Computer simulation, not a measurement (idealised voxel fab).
Process module, titled voxel wiring stack
The figure presents cross-section cut, which has a width of 215 nm and is divided into square cells with an edge length of 5 nm.
For the purposes of this document, a cross-section shall be understood as a grid of square cells, specified as bands listed in top-to-bottom order, each band consisting of one or more rows of cells.
This entry defines a band. It first specifies the height of the band's top and the height of its bottom in nm, and then specifies the band's materials from left to right, stating each material with its width in nm. The word "all across" identifies a single material that fills the band from edge to edge, while the word "blank" identifies empty space.
Heights are measured from 0, the level below which the as-received wafer is all one material; the lowest band has no bottom and continues downward, written as in "0 and below".
Read "30->40" as a graded width: first number on top, second number at the bottom, same change between each pair of neighbouring rows.
For the purposes of this document, the phrase "changes: none" attached to a step denotes that no cell within the cross-section was modified by that step.
The entry "Sealed voids" lists the empty spaces that cover at least 8 cells and have no open path to the top. Each is written as width x height at distance, where the distance is measured from the left edge and all three values are in nm.
Anything after a step's settings on that line? It's the simulator's own note about the step.
The setting "overlay nm" may be written on the line of a step. When the step uses a mask, the value reports how far to the right of the planned place the mask lay, and a negative value reports that it lay to the left.

Steps in the process plan
1. RECEIVE [material Si]
2. CONFORMAL_DEP [material SiO2] [thk nm 10]
3. CONFORMAL_DEP [material SiN] [thk nm 5]
4. DIRECTIONAL_DEP [material SiO2] [thk nm 20]
5. PATTERN [tone open] [mask id METAL_1] [material resist] [width nm 30] [pitch nm 50] [thk nm 15] [overlay nm 0]
6. DIRECTIONAL_ETCH [etch materials SiO2] [depth nm 20]
7. DIRECTIONAL_ETCH [etch materials SiN] [depth nm 5]
8. STRIP [etch materials resist]
9. CONFORMAL_DEP [material TiN] [thk nm 5]
10. FILL_DEP [material W] [thk nm 5]
11. CMP [height nm 35]
12. CONFORMAL_DEP [material SiCN] [thk nm 5]
13. DIRECTIONAL_DEP [material SiO2] [thk nm 10]
14. DIRECTIONAL_DEP [material aC] [thk nm 15]
15. PATTERN [tone open] [mask id PLUG_1] [material resist] [width nm 15] [pitch nm 100] [thk nm 35] [overlay nm 0]
16. DIRECTIONAL_ETCH [etch materials aC] [depth nm 15]
17. STRIP [etch materials resist]
18. DIRECTIONAL_ETCH [etch materials SiO2] [depth nm 10]
19. DIRECTIONAL_ETCH [etch materials SiCN] [depth nm 5]
20. STRIP [etch materials aC]
21. EPI [material Ru] [thk nm 10]
22. EPI [material Ru] [thk nm 5]
23. DIRECTIONAL_DEP [material TiN] [thk nm 5]
24. DIRECTIONAL_DEP [material Ru] [thk nm 25]
25. PATTERN [tone cover] [mask id METAL_2] [material resist] [width nm 30] [pitch nm 50] [thk nm 15] [overlay nm 0]
26. DIRECTIONAL_ETCH [etch materials Ru] [depth nm 25]
27. DIRECTIONAL_ETCH [etch materials TiN] [depth nm 5]
28. STRIP [etch materials resist]
29. CONFORMAL_DEP [material SiN] [thk nm 5]
30. FILL_DEP [material SiO2] [thk nm 5]
31. CMP [height nm 80]
32. CONFORMAL_DEP [material SiCN] [thk nm 5]
33. DIRECTIONAL_DEP [material lowk] [thk nm 25]
34. DIRECTIONAL_DEP [material aC] [thk nm 10]
35. PATTERN [tone open] [mask id METAL_3_HOLES] [material resist] [width nm 15] [pitch nm 50] [thk nm 30] [overlay nm 0]
36. DIRECTIONAL_ETCH [etch materials aC] [depth nm 10]
37. STRIP [etch materials resist]
38. DIRECTIONAL_ETCH [etch materials lowk] [depth nm 25]
39. STRIP [etch materials aC]
40. DIRECTIONAL_DEP [material aC] [thk nm 15]
41. PATTERN [tone open] [mask id METAL_3] [material resist] [width nm 30] [pitch nm 50] [thk nm 35] [overlay nm 0]
42. DIRECTIONAL_ETCH [etch materials aC] [depth nm 15]
43. STRIP [etch materials resist]
44. DIRECTIONAL_ETCH [etch materials lowk] [depth nm 15]
45. DIRECTIONAL_ETCH [etch materials SiCN] [depth nm 5]
46. STRIP [etch materials aC]
47. CONFORMAL_DEP [material TiN] [thk nm 5]
48. FILL_DEP [material Cu] [thk nm 10]
49. CMP [height nm 110]
50. CONFORMAL_DEP [material SiCN] [thk nm 5]
51. DIRECTIONAL_DEP [material lowk] [thk nm 15]
52. PATTERN [tone open] [mask id PLUG_3] [material resist] [width nm 15] [pitch nm 50] [thk nm 20] [overlay nm 0]
53. DIRECTIONAL_ETCH [etch materials lowk] [depth nm 15]
54. DIRECTIONAL_ETCH [etch materials SiCN] [depth nm 5]
55. STRIP [etch materials resist]
56. CONFORMAL_DEP [material TiN] [thk nm 5]
57. FILL_DEP [material Ru] [thk nm 5]
58. CMP [height nm 130]
59. CONFORMAL_DEP [material SiCN] [thk nm 5]
60. DIRECTIONAL_DEP [material SiO2] [thk nm 25]
61. MASKED_ETCH [tone open] [mask id METAL_4] [width nm 30] [pitch nm 50] [etch materials SiO2] [depth nm 25] [overlay nm 0]
62. MASKED_ETCH [tone open] [mask id METAL_4] [width nm 30] [pitch nm 50] [etch materials SiCN] [depth nm 5] [overlay nm 0]
63. CONFORMAL_DEP [material TiN] [thk nm 5]
64. FILL_DEP [material Cu] [thk nm 10]
65. CMP [height nm 160]
66. EPI [material Ru] [thk nm 5]
67. FILL_DEP [material SiCN] [thk nm 5]

Concerning the first of two wafers, which was run in accordance with the plan

Cross-section of the wafer at receipt, which is the condition after step 1
- 0 and below  Si all across
- Sealed voids: none

Cross-section of the wafer after step 2
- 10 down to 0  SiO2 all across
- Whatever lies below 0 is exactly as it was before.

Cross-section of the wafer after step 3
- 15 down to 10  SiN all across
- Whatever lies below 10 is exactly as it was before.

Cross-section of the wafer after step 4
- 35 down to 15  SiO2 all across
- Whatever lies below 15 is exactly as it was before.

Cross-section of the wafer after step 5
- 50 down to 35  resist 40 nm / blank 30 nm / resist 20 nm / blank 30 nm / resist 20 nm / blank 30 nm / resist 45 nm
- Whatever lies below 35 is exactly as it was before.

Cross-section of the wafer after step 6
- 50 down to 35  resist 40 nm / blank 30 nm / resist 20 nm / blank 30 nm / resist 20 nm / blank 30 nm / resist 45 nm
- 35 down to 15  SiO2 40 nm / blank 30 nm / SiO2 20 nm / blank 30 nm / SiO2 20 nm / blank 30 nm / SiO2 45 nm
- Whatever lies below 15 is exactly as it was before.

Cross-section of the wafer after step 7
- 50 down to 35  resist 40 nm / blank 30 nm / resist 20 nm / blank 30 nm / resist 20 nm / blank 30 nm / resist 45 nm
- 35 down to 15  SiO2 40 nm / blank 30 nm / SiO2 20 nm / blank 30 nm / SiO2 20 nm / blank 30 nm / SiO2 45 nm
- 15 down to 10  SiN 40 nm / blank 30 nm / SiN 20 nm / blank 30 nm / SiN 20 nm / blank 30 nm / SiN 45 nm
- Whatever lies below 10 is exactly as it was before.

Cross-section of the wafer after step 8
- 35 down to 15  SiO2 40 nm / blank 30 nm / SiO2 20 nm / blank 30 nm / SiO2 20 nm / blank 30 nm / SiO2 45 nm
- Whatever lies below 15 is exactly as it was before.

Cross-section of the wafer after step 9
- 40 down to 35  TiN 45 nm / blank 20 nm / TiN 30 nm / blank 20 nm / TiN 30 nm / blank 20 nm / TiN 50 nm
- 35 down to 15  SiO2 40 nm / TiN 5 nm / blank 20 nm / TiN 5 nm / SiO2 20 nm / TiN 5 nm / blank 20 nm / TiN 5 nm / SiO2 20 nm / TiN 5 nm / blank 20 nm / TiN 5 nm / SiO2 45 nm
- 15 down to 10  SiN 40 nm / TiN 30 nm / SiN 20 nm / TiN 30 nm / SiN 20 nm / TiN 30 nm / SiN 45 nm
- Whatever lies below 10 is exactly as it was before.

Cross-section of the wafer after step 10
- 45 down to 40  W all across
- 40 down to 35  TiN 45 nm / W 20 nm / TiN 30 nm / W 20 nm / TiN 30 nm / W 20 nm / TiN 50 nm
- 35 down to 15  SiO2 40 nm / TiN 5 nm / W 20 nm / TiN 5 nm / SiO2 20 nm / TiN 5 nm / W 20 nm / TiN 5 nm / SiO2 20 nm / TiN 5 nm / W 20 nm / TiN 5 nm / SiO2 45 nm
- Whatever lies below 15 is exactly as it was before.

Cross-section of the wafer after step 11
- 35 down to 15  SiO2 40 nm / TiN 5 nm / W 20 nm / TiN 5 nm / SiO2 20 nm / TiN 5 nm / W 20 nm / TiN 5 nm / SiO2 20 nm / TiN 5 nm / W 20 nm / TiN 5 nm / SiO2 45 nm
- Whatever lies below 15 is exactly as it was before.

Cross-section of the wafer after step 12
- 40 down to 35  SiCN all across
- Whatever lies below 35 is exactly as it was before.

Cross-section of the wafer after step 13
- 50 down to 40  SiO2 all across
- Whatever lies below 40 is exactly as it was before.

Cross-section of the wafer after step 14
- 65 down to 50  aC all across
- Whatever lies below 50 is exactly as it was before.

Cross-section of the wafer after step 15
- 100 down to 65  resist 40 nm / blank 15 nm / resist 85 nm / blank 15 nm / resist 60 nm
- Whatever lies below 65 is exactly as it was before.

Cross-section of the wafer after step 16
- 85 down to 65  resist 40 nm / blank 15 nm / resist 85 nm / blank 15 nm / resist 60 nm
- 65 down to 50  aC 40 nm / blank 15 nm / aC 85 nm / blank 15 nm / aC 60 nm
- Whatever lies below 50 is exactly as it was before.

Cross-section of the wafer after step 17
- 65 down to 50  aC 40 nm / blank 15 nm / aC 85 nm / blank 15 nm / aC 60 nm
- Whatever lies below 50 is exactly as it was before.

Cross-section of the wafer after step 18
- 65 down to 50  aC 40 nm / blank 15 nm / aC 85 nm / blank 15 nm / aC 60 nm
- 50 down to 40  SiO2 40 nm / blank 15 nm / SiO2 85 nm / blank 15 nm / SiO2 60 nm
- Whatever lies below 40 is exactly as it was before.

Cross-section of the wafer after step 19
- 65 down to 50  aC 40 nm / blank 15 nm / aC 85 nm / blank 15 nm / aC 60 nm
- 50 down to 40  SiO2 40 nm / blank 15 nm / SiO2 85 nm / blank 15 nm / SiO2 60 nm
- 40 down to 35  SiCN 40 nm / blank 15 nm / SiCN 85 nm / blank 15 nm / SiCN 60 nm
- Whatever lies below 35 is exactly as it was before.

Cross-section of the wafer after step 20
- 50 down to 40  SiO2 40 nm / blank 15 nm / SiO2 85 nm / blank 15 nm / SiO2 60 nm
- Whatever lies below 40 is exactly as it was before.

Cross-section of the wafer after step 21
- 50 down to 45  SiO2 40 nm / blank 15 nm / SiO2 85 nm / blank 15 nm / SiO2 60 nm
- 45 down to 40  SiO2 40 nm / Ru 15 nm / SiO2 85 nm / Ru 15 nm / SiO2 60 nm
- 40 down to 35  SiCN 40 nm / Ru 15 nm / SiCN 85 nm / Ru 15 nm / SiCN 60 nm
- Whatever lies below 35 is exactly as it was before.

Cross-section of the wafer after step 22
- 50 down to 40  SiO2 40 nm / Ru 15 nm / SiO2 85 nm / Ru 15 nm / SiO2 60 nm
- Whatever lies below 40 is exactly as it was before.

Cross-section of the wafer after step 23
- 55 down to 50  TiN all across
- Whatever lies below 50 is exactly as it was before.

Cross-section of the wafer after step 24
- 80 down to 55  Ru all across
- Whatever lies below 55 is exactly as it was before.

Cross-section of the wafer after step 25
- 95 down to 80  blank 40 nm / resist 30 nm / blank 20 nm / resist 30 nm / blank 20 nm / resist 30 nm / blank 45 nm
- Whatever lies below 80 is exactly as it was before.

Cross-section of the wafer after step 26
- 95 down to 80  blank 40 nm / resist 30 nm / blank 20 nm / resist 30 nm / blank 20 nm / resist 30 nm / blank 45 nm
- 80 down to 55  blank 40 nm / Ru 30 nm / blank 20 nm / Ru 30 nm / blank 20 nm / Ru 30 nm / blank 45 nm
- Whatever lies below 55 is exactly as it was before.

Cross-section of the wafer after step 27
- 95 down to 80  blank 40 nm / resist 30 nm / blank 20 nm / resist 30 nm / blank 20 nm / resist 30 nm / blank 45 nm
- 80 down to 55  blank 40 nm / Ru 30 nm / blank 20 nm / Ru 30 nm / blank 20 nm / Ru 30 nm / blank 45 nm
- 55 down to 50  blank 40 nm / TiN 30 nm / blank 20 nm / TiN 30 nm / blank 20 nm / TiN 30 nm / blank 45 nm
- Whatever lies below 50 is exactly as it was before.

Cross-section of the wafer after step 28
- 80 down to 55  blank 40 nm / Ru 30 nm / blank 20 nm / Ru 30 nm / blank 20 nm / Ru 30 nm / blank 45 nm
- Whatever lies below 55 is exactly as it was before.

Cross-section of the wafer after step 29
- 85 down to 80  blank 35 nm / SiN 40 nm / blank 10 nm / SiN 40 nm / blank 10 nm / SiN 40 nm / blank 40 nm
- 80 down to 55  blank 35 nm / SiN 5 nm / Ru 30 nm / SiN 5 nm / blank 10 nm / SiN 5 nm / Ru 30 nm / SiN 5 nm / blank 10 nm / SiN 5 nm / Ru 30 nm / SiN 5 nm / blank 40 nm
- 55 down to 50  SiN 40 nm / TiN 30 nm / SiN 20 nm / TiN 30 nm / SiN 20 nm / TiN 30 nm / SiN 45 nm
- Whatever lies below 50 is exactly as it was before.

Cross-section of the wafer after step 30
- 90 down to 85  SiO2 all across
- 85 down to 80  SiO2 35 nm / SiN 40 nm / SiO2 10 nm / SiN 40 nm / SiO2 10 nm / SiN 40 nm / SiO2 40 nm
- 80 down to 55  SiO2 35 nm / SiN 5 nm / Ru 30 nm / SiN 5 nm / SiO2 10 nm / SiN 5 nm / Ru 30 nm / SiN 5 nm / SiO2 10 nm / SiN 5 nm / Ru 30 nm / SiN 5 nm / SiO2 40 nm
- Whatever lies below 55 is exactly as it was before.

Cross-section of the wafer after step 31
- 80 down to 55  SiO2 35 nm / SiN 5 nm / Ru 30 nm / SiN 5 nm / SiO2 10 nm / SiN 5 nm / Ru 30 nm / SiN 5 nm / SiO2 10 nm / SiN 5 nm / Ru 30 nm / SiN 5 nm / SiO2 40 nm
- Whatever lies below 55 is exactly as it was before.

Cross-section of the wafer after step 32
- 85 down to 80  SiCN all across
- Whatever lies below 80 is exactly as it was before.

Cross-section of the wafer after step 33
- 110 down to 85  lowk all across
- Whatever lies below 85 is exactly as it was before.

Cross-section of the wafer after step 34
- 120 down to 110  aC all across
- Whatever lies below 110 is exactly as it was before.

Cross-section of the wafer after step 35
- 150 down to 120  resist 40 nm / blank 15 nm / resist 35 nm / blank 15 nm / resist 35 nm / blank 15 nm / resist 60 nm
- Whatever lies below 120 is exactly as it was before.

Cross-section of the wafer after step 36
- 140 down to 120  resist 40 nm / blank 15 nm / resist 35 nm / blank 15 nm / resist 35 nm / blank 15 nm / resist 60 nm
- 120 down to 110  aC 40 nm / blank 15 nm / aC 35 nm / blank 15 nm / aC 35 nm / blank 15 nm / aC 60 nm
- Whatever lies below 110 is exactly as it was before.

Cross-section of the wafer after step 37
- 120 down to 110  aC 40 nm / blank 15 nm / aC 35 nm / blank 15 nm / aC 35 nm / blank 15 nm / aC 60 nm
- Whatever lies below 110 is exactly as it was before.

Cross-section of the wafer after step 38
- 120 down to 110  aC 40 nm / blank 15 nm / aC 35 nm / blank 15 nm / aC 35 nm / blank 15 nm / aC 60 nm
- 110 down to 85  lowk 40 nm / blank 15 nm / lowk 35 nm / blank 15 nm / lowk 35 nm / blank 15 nm / lowk 60 nm
- Whatever lies below 85 is exactly as it was before.

Cross-section of the wafer after step 39
- 110 down to 85  lowk 40 nm / blank 15 nm / lowk 35 nm / blank 15 nm / lowk 35 nm / blank 15 nm / lowk 60 nm
- Whatever lies below 85 is exactly as it was before.

Cross-section of the wafer after step 40
- 125 down to 110  aC 40 nm / blank 15 nm / aC 35 nm / blank 15 nm / aC 35 nm / blank 15 nm / aC 60 nm
- 110 down to 100  lowk 40 nm / blank 15 nm / lowk 35 nm / blank 15 nm / lowk 35 nm / blank 15 nm / lowk 60 nm
- 100 down to 85  lowk 40 nm / aC 15 nm / lowk 35 nm / aC 15 nm / lowk 35 nm / aC 15 nm / lowk 60 nm
- Whatever lies below 85 is exactly as it was before.

Cross-section of the wafer after step 41
- 160 down to 125  resist 40 nm / blank 30 nm / resist 20 nm / blank 30 nm / resist 20 nm / blank 30 nm / resist 45 nm
- Whatever lies below 125 is exactly as it was before.

Cross-section of the wafer after step 42
- 145 down to 125  resist 40 nm / blank 30 nm / resist 20 nm / blank 30 nm / resist 20 nm / blank 30 nm / resist 45 nm
- 125 down to 110  aC 40 nm / blank 30 nm / aC 20 nm / blank 30 nm / aC 20 nm / blank 30 nm / aC 45 nm
- 110 down to 85  lowk 40 nm / blank 15 nm / lowk 35 nm / blank 15 nm / lowk 35 nm / blank 15 nm / lowk 60 nm
- Whatever lies below 85 is exactly as it was before.

Cross-section of the wafer after step 43
- 125 down to 110  aC 40 nm / blank 30 nm / aC 20 nm / blank 30 nm / aC 20 nm / blank 30 nm / aC 45 nm
- Whatever lies below 110 is exactly as it was before.

Cross-section of the wafer after step 44
- 125 down to 110  aC 40 nm / blank 30 nm / aC 20 nm / blank 30 nm / aC 20 nm / blank 30 nm / aC 45 nm
- 110 down to 95  lowk 40 nm / blank 30 nm / lowk 20 nm / blank 30 nm / lowk 20 nm / blank 30 nm / lowk 45 nm
- Whatever lies below 95 is exactly as it was before.

Cross-section of the wafer after step 45
- 125 down to 110  aC 40 nm / blank 30 nm / aC 20 nm / blank 30 nm / aC 20 nm / blank 30 nm / aC 45 nm
- 110 down to 95  lowk 40 nm / blank 30 nm / lowk 20 nm / blank 30 nm / lowk 20 nm / blank 30 nm / lowk 45 nm
- 95 down to 85  lowk 40 nm / blank 15 nm / lowk 35 nm / blank 15 nm / lowk 35 nm / blank 15 nm / lowk 60 nm
- 85 down to 80  SiCN 40 nm / blank 15 nm / SiCN 35 nm / blank 15 nm / SiCN 35 nm / blank 15 nm / SiCN 60 nm
- Whatever lies below 80 is exactly as it was before.

Cross-section of the wafer after step 46
- 110 down to 95  lowk 40 nm / blank 30 nm / lowk 20 nm / blank 30 nm / lowk 20 nm / blank 30 nm / lowk 45 nm
- Whatever lies below 95 is exactly as it was before.

Cross-section of the wafer after step 47
- 115 down to 110  TiN 45 nm / blank 20 nm / TiN 30 nm / blank 20 nm / TiN 30 nm / blank 20 nm / TiN 50 nm
- 110 down to 100  lowk 40 nm / TiN 5 nm / blank 20 nm / TiN 5 nm / lowk 20 nm / TiN 5 nm / blank 20 nm / TiN 5 nm / lowk 20 nm / TiN 5 nm / blank 20 nm / TiN 5 nm / lowk 45 nm
- 100 down to 95  lowk 40 nm / TiN 5 nm / blank 5 nm / TiN 20 nm / lowk 20 nm / TiN 5 nm / blank 5 nm / TiN 20 nm / lowk 20 nm / TiN 5 nm / blank 5 nm / TiN 20 nm / lowk 45 nm
- 95 down to 85  lowk 40 nm / TiN 5 nm / blank 5 nm / TiN 5 nm / lowk 35 nm / TiN 5 nm / blank 5 nm / TiN 5 nm / lowk 35 nm / TiN 5 nm / blank 5 nm / TiN 5 nm / lowk 60 nm
- 85 down to 80  SiCN 40 nm / TiN 15 nm / SiCN 35 nm / TiN 15 nm / SiCN 35 nm / TiN 15 nm / SiCN 60 nm
- Whatever lies below 80 is exactly as it was before.

Cross-section of the wafer after step 48
- 125 down to 115  Cu all across
- 115 down to 110  TiN 45 nm / Cu 20 nm / TiN 30 nm / Cu 20 nm / TiN 30 nm / Cu 20 nm / TiN 50 nm
- 110 down to 100  lowk 40 nm / TiN 5 nm / Cu 20 nm / TiN 5 nm / lowk 20 nm / TiN 5 nm / Cu 20 nm / TiN 5 nm / lowk 20 nm / TiN 5 nm / Cu 20 nm / TiN 5 nm / lowk 45 nm
- 100 down to 95  lowk 40 nm / TiN 5 nm / Cu 5 nm / TiN 20 nm / lowk 20 nm / TiN 5 nm / Cu 5 nm / TiN 20 nm / lowk 20 nm / TiN 5 nm / Cu 5 nm / TiN 20 nm / lowk 45 nm
- 95 down to 85  lowk 40 nm / TiN 5 nm / Cu 5 nm / TiN 5 nm / lowk 35 nm / TiN 5 nm / Cu 5 nm / TiN 5 nm / lowk 35 nm / TiN 5 nm / Cu 5 nm / TiN 5 nm / lowk 60 nm
- Whatever lies below 85 is exactly as it was before.

Cross-section of the wafer after step 49
- 110 down to 100  lowk 40 nm / TiN 5 nm / Cu 20 nm / TiN 5 nm / lowk 20 nm / TiN 5 nm / Cu 20 nm / TiN 5 nm / lowk 20 nm / TiN 5 nm / Cu 20 nm / TiN 5 nm / lowk 45 nm
- Whatever lies below 100 is exactly as it was before.

Cross-section of the wafer after step 50
- 115 down to 110  SiCN all across
- Whatever lies below 110 is exactly as it was before.

Cross-section of the wafer after step 51
- 130 down to 115  lowk all across
- Whatever lies below 115 is exactly as it was before.

Cross-section of the wafer after step 52
- 150 down to 130  resist 40 nm / blank 15 nm / resist 35 nm / blank 15 nm / resist 35 nm / blank 15 nm / resist 60 nm
- Whatever lies below 130 is exactly as it was before.

Cross-section of the wafer after step 53
- 150 down to 130  resist 40 nm / blank 15 nm / resist 35 nm / blank 15 nm / resist 35 nm / blank 15 nm / resist 60 nm
- 130 down to 115  lowk 40 nm / blank 15 nm / lowk 35 nm / blank 15 nm / lowk 35 nm / blank 15 nm / lowk 60 nm
- Whatever lies below 115 is exactly as it was before.

Cross-section of the wafer after step 54
- 150 down to 130  resist 40 nm / blank 15 nm / resist 35 nm / blank 15 nm / resist 35 nm / blank 15 nm / resist 60 nm
- 130 down to 115  lowk 40 nm / blank 15 nm / lowk 35 nm / blank 15 nm / lowk 35 nm / blank 15 nm / lowk 60 nm
- 115 down to 110  SiCN 40 nm / blank 15 nm / SiCN 35 nm / blank 15 nm / SiCN 35 nm / blank 15 nm / SiCN 60 nm
- Whatever lies below 110 is exactly as it was before.

Cross-section of the wafer after step 55
- 130 down to 115  lowk 40 nm / blank 15 nm / lowk 35 nm / blank 15 nm / lowk 35 nm / blank 15 nm / lowk 60 nm
- Whatever lies below 115 is exactly as it was before.

Cross-section of the wafer after step 56
- 135 down to 130  TiN 45 nm / blank 5 nm / TiN 45 nm / blank 5 nm / TiN 45 nm / blank 5 nm / TiN 65 nm
- 130 down to 115  lowk 40 nm / TiN 5 nm / blank 5 nm / TiN 5 nm / lowk 35 nm / TiN 5 nm / blank 5 nm / TiN 5 nm / lowk 35 nm / TiN 5 nm / blank 5 nm / TiN 5 nm / lowk 60 nm
- 115 down to 110  SiCN 40 nm / TiN 15 nm / SiCN 35 nm / TiN 15 nm / SiCN 35 nm / TiN 15 nm / SiCN 60 nm
- Whatever lies below 110 is exactly as it was before.

Cross-section of the wafer after step 57
- 140 down to 135  Ru all across
- 135 down to 130  TiN 45 nm / Ru 5 nm / TiN 45 nm / Ru 5 nm / TiN 45 nm / Ru 5 nm / TiN 65 nm
- 130 down to 115  lowk 40 nm / TiN 5 nm / Ru 5 nm / TiN 5 nm / lowk 35 nm / TiN 5 nm / Ru 5 nm / TiN 5 nm / lowk 35 nm / TiN 5 nm / Ru 5 nm / TiN 5 nm / lowk 60 nm
- Whatever lies below 115 is exactly as it was before.

Cross-section of the wafer after step 58
- 130 down to 115  lowk 40 nm / TiN 5 nm / Ru 5 nm / TiN 5 nm / lowk 35 nm / TiN 5 nm / Ru 5 nm / TiN 5 nm / lowk 35 nm / TiN 5 nm / Ru 5 nm / TiN 5 nm / lowk 60 nm
- Whatever lies below 115 is exactly as it was before.

Cross-section of the wafer after step 59
- 135 down to 130  SiCN all across
- Whatever lies below 130 is exactly as it was before.

Cross-section of the wafer after step 60
- 160 down to 135  SiO2 all across
- Whatever lies below 135 is exactly as it was before.

Cross-section of the wafer after step 61
- 160 down to 135  SiO2 40 nm / blank 30 nm / SiO2 20 nm / blank 30 nm / SiO2 20 nm / blank 30 nm / SiO2 45 nm
- Whatever lies below 135 is exactly as it was before.

Cross-section of the wafer after step 62
- 160 down to 135  SiO2 40 nm / blank 30 nm / SiO2 20 nm / blank 30 nm / SiO2 20 nm / blank 30 nm / SiO2 45 nm
- 135 down to 130  SiCN 40 nm / blank 30 nm / SiCN 20 nm / blank 30 nm / SiCN 20 nm / blank 30 nm / SiCN 45 nm
- Whatever lies below 130 is exactly as it was before.

Cross-section of the wafer after step 63
- 165 down to 160  TiN 45 nm / blank 20 nm / TiN 30 nm / blank 20 nm / TiN 30 nm / blank 20 nm / TiN 50 nm
- 160 down to 135  SiO2 40 nm / TiN 5 nm / blank 20 nm / TiN 5 nm / SiO2 20 nm / TiN 5 nm / blank 20 nm / TiN 5 nm / SiO2 20 nm / TiN 5 nm / blank 20 nm / TiN 5 nm / SiO2 45 nm
- 135 down to 130  SiCN 40 nm / TiN 30 nm / SiCN 20 nm / TiN 30 nm / SiCN 20 nm / TiN 30 nm / SiCN 45 nm
- Whatever lies below 130 is exactly as it was before.

Cross-section of the wafer after step 64
- 175 down to 165  Cu all across
- 165 down to 160  TiN 45 nm / Cu 20 nm / TiN 30 nm / Cu 20 nm / TiN 30 nm / Cu 20 nm / TiN 50 nm
- 160 down to 135  SiO2 40 nm / TiN 5 nm / Cu 20 nm / TiN 5 nm / SiO2 20 nm / TiN 5 nm / Cu 20 nm / TiN 5 nm / SiO2 20 nm / TiN 5 nm / Cu 20 nm / TiN 5 nm / SiO2 45 nm
- Whatever lies below 135 is exactly as it was before.

Cross-section of the wafer after step 65
- 160 down to 135  SiO2 40 nm / TiN 5 nm / Cu 20 nm / TiN 5 nm / SiO2 20 nm / TiN 5 nm / Cu 20 nm / TiN 5 nm / SiO2 20 nm / TiN 5 nm / Cu 20 nm / TiN 5 nm / SiO2 45 nm
- Whatever lies below 135 is exactly as it was before.

Cross-section of the wafer after step 66
- 165 down to 160  blank 35 nm / Ru 40 nm / blank 10 nm / Ru 40 nm / blank 10 nm / Ru 40 nm / blank 40 nm
- Whatever lies below 160 is exactly as it was before.

Cross-section of the wafer after step 67
- 170 down to 165  SiCN all across
- 165 down to 160  SiCN 35 nm / Ru 40 nm / SiCN 10 nm / Ru 40 nm / SiCN 10 nm / Ru 40 nm / SiCN 40 nm
- Whatever lies below 160 is exactly as it was before.

Here the second wafer is described. Its start and its plan were those of the first wafer. Its run contained one mistake. Up to and including step 60, it did exactly what the first wafer did

Second wafer profile in section, at the moment step 61 of the plan was meant to be complete
- 160 down to 135  blank 40 nm / SiO2 30 nm / blank 20 nm / SiO2 30 nm / blank 20 nm / SiO2 30 nm / blank 45 nm
- Whatever lies below 135 is exactly as it was before.

Second wafer profile in section, at the moment step 62 of the plan was meant to be complete: changes: none

Second wafer profile in section, at the moment step 63 of the plan was meant to be complete
- 165 down to 160  blank 35 nm / TiN 40 nm / blank 10 nm / TiN 40 nm / blank 10 nm / TiN 40 nm / blank 40 nm
- 160 down to 140  blank 35 nm / TiN 5 nm / SiO2 30 nm / TiN 5 nm / blank 10 nm / TiN 5 nm / SiO2 30 nm / TiN 5 nm / blank 10 nm / TiN 5 nm / SiO2 30 nm / TiN 5 nm / blank 40 nm
- 140 down to 135  TiN 40 nm / SiO2 30 nm / TiN 20 nm / SiO2 30 nm / TiN 20 nm / SiO2 30 nm / TiN 45 nm
- Whatever lies below 135 is exactly as it was before.

Second wafer profile in section, at the moment step 64 of the plan was meant to be complete
- 175 down to 165  Cu all across
- 165 down to 160  Cu 35 nm / TiN 40 nm / Cu 10 nm / TiN 40 nm / Cu 10 nm / TiN 40 nm / Cu 40 nm
- 160 down to 140  Cu 35 nm / TiN 5 nm / SiO2 30 nm / TiN 5 nm / Cu 10 nm / TiN 5 nm / SiO2 30 nm / TiN 5 nm / Cu 10 nm / TiN 5 nm / SiO2 30 nm / TiN 5 nm / Cu 40 nm
- Whatever lies below 140 is exactly as it was before.

Second wafer profile in section, at the moment step 65 of the plan was meant to be complete
- 160 down to 140  Cu 35 nm / TiN 5 nm / SiO2 30 nm / TiN 5 nm / Cu 10 nm / TiN 5 nm / SiO2 30 nm / TiN 5 nm / Cu 10 nm / TiN 5 nm / SiO2 30 nm / TiN 5 nm / Cu 40 nm
- Whatever lies below 140 is exactly as it was before.

Second wafer profile in section, at the moment step 66 of the plan was meant to be complete
- 165 down to 160  Ru 45 nm / blank 20 nm / Ru 30 nm / blank 20 nm / Ru 30 nm / blank 20 nm / Ru 50 nm
- Whatever lies below 160 is exactly as it was before.

Second wafer profile in section, at the moment step 67 of the plan was meant to be complete
- 170 down to 165  SiCN all across
- 165 down to 160  Ru 45 nm / SiCN 20 nm / Ru 30 nm / SiCN 20 nm / Ru 30 nm / SiCN 20 nm / Ru 50 nm
- Whatever lies below 160 is exactly as it was before.
So what did we get wrong on this run? step 61, actual vs plan mismatch, actual run MASKED_ETCH [tone cover] [mask id METAL_4] [width nm 30] [pitch nm 50] [etch materials SiO2] [depth nm 25] [overlay nm 0]
It is noted that, at the conclusion of processing, the second wafer exhibits a higher or lower cell count for certain materials relative to the first: +16 Cu | +7 Ru | +11 SiCN | -35 SiO2 | +1 TiN
